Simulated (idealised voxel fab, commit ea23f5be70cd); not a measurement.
Title: Process Module voxel local oxidation
For reference, the cross-section in this document is cut, with width 295 nm and square cells of 5 nm.
Cross-section = grid of square cells, listed top down in bands; band = one or more rows. The band entry comprises the height of the band's top followed by the height of its bottom, expressed in nm, and subsequently the band's materials from left to right, each stated together with its width in nm. Where a single material is marked with the word "all across", that material fills the band from edge to edge. The word "blank" represents empty space. Counting heights begins at 0, where everything beneath is, in the wafer as received, one material. The lowest band has no bottom; it goes on downwards, as "from 0 down" shows. You'd read "30..40" like this: the band's top row of cells is as wide as the first number, its bottom row is as wide as the second, and going down, every row changes width by the same amount as the row before did. Given "stayed the same" for a step, no cell of the cross-section differs between before and after that step. Basically, "Enclosed cavities" tells you about the enclosed voids: empty spaces with no open way to the top, 8 cells or bigger, each written width x height at distance, where distance is from the left edge, all in nm. If you see something after the settings on a step's line, that's the simulator's own remark about that step. overlay nm: mask right of planned place by this much (step with mask). Neg. = left.
-- List of planned process steps
1,RECEIVE with material Si
2,CONFORMAL_DEP with material SiO2, thk nm 5
3,CONFORMAL_DEP with material SiN, thk nm 15
4,PATTERN with tone cover, mask id ACTIVE, material resist, width nm 120, thk nm 15, overlay nm 0
5,DIRECTIONAL_ETCH with etch materials SiN, depth nm 15
6,STRIP with etch materials resist
7,SELECTIVE_ETCH with etch materials SiO2, depth nm 5
8,OXIDIZE with depth nm 10
9,STRIP with etch materials SiN
-- Incoming wafer in cross-section (state: after step 1)
from 0 down: Si all across
Enclosed cavities: none
-- The first of two wafers, cross-sectioned at the end of the module, with the run proceeding as planned
from 5 to 0: blank=90, then SiO2=110, then blank=95
from 0 to -10: SiO2=100, then Si=90, then SiO2=105
from -10 down: Si all across
Enclosed cavities: none
-- Cross-section, wafer two of two, end of module: same start and plan as wafer one, one error in execution
from 15 to 0: SiO2 all across
from 0 down: Si all across
Enclosed cavities: none
What broke from the plan during processing? the process deviated at step 3: the operation and settings actually run there were CONFORMAL_DEP with material SiO2, thk nm 15
Final wafer comparison in cells, second versus first, more or fewer per material: Si: 82 more; SiO2: 73 more
